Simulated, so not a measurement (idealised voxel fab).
process module | voxel quadruple lines
cross-section cut | 290 nm wide | cells 5 nm
A cross-section is a grid of square cells, given in bands from the top down. A band is one or more rows of cells.
Each band's line starts with the height of the band's top and of its bottom, in nm. Then come its materials from left to right, each with its width in nm. One material with "throughout" fills the band from edge to edge. "air" is empty space.
Height 0 is the level under which the wafer as received is all one material. The lowest band goes on downwards, as in "0 down".
A width such as "30 to 40" changes by the same amount from each row of cells to the next, from the band's top row to its bottom row.
"no change" after a step means that no cell of the cross-section changed.
closed voids: empty space of 8 cells or more with no open way to the top, each as width x height at its distance from the left edge, in nm
after a step's settings: what the simulator itself notes on the step
overlay nm, on a step with a mask: how far to the right of its planned place the mask lay; to the left if negative
plan
1 op RECEIVE | material Si
2 op CONFORMAL_DEP | material SiO2 | thk nm 10
3 op DIRECTIONAL_DEP | material TiN | thk nm 15
4 op DIRECTIONAL_DEP | material polySi | thk nm 20
5 op DIRECTIONAL_DEP | material aC | thk nm 20
6 op PATTERN | tone cover | mask id MANDREL | material resist | width nm 35 | thk nm 25 | overlay nm 0
7 op DIRECTIONAL_ETCH | etch materials aC | depth nm 20
8 op STRIP | etch materials resist
9 op CONFORMAL_DEP | material SiO2 | thk nm 15
10 op DIRECTIONAL_ETCH | etch materials SiO2 | depth nm 15
11 op STRIP | etch materials aC
12 op DIRECTIONAL_ETCH | etch materials polySi | depth nm 20
13 op STRIP | etch materials SiO2
14 op CONFORMAL_DEP | material SiN | thk nm 10
15 op DIRECTIONAL_ETCH | etch materials SiN | depth nm 10
16 op STRIP | etch materials polySi
17 op DIRECTIONAL_ETCH | etch materials TiN | depth nm 15
18 op STRIP | etch materials SiN
19 op FILL_DEP | material lowk | thk nm 10
20 op CMP | height nm 25
as received, after step 1
  0 down: Si throughout
  closed voids: none
a wafer at the end: this start, this plan, one mistake
  25 to 15: lowk throughout
  15 to 0: lowk 100 | TiN 10 | lowk 15 | TiN 10 | lowk 15 | TiN 10 | lowk 15 | TiN 10 | lowk 105
  0 down: Si throughout
  closed voids: none
what went wrong: step 2 was left out
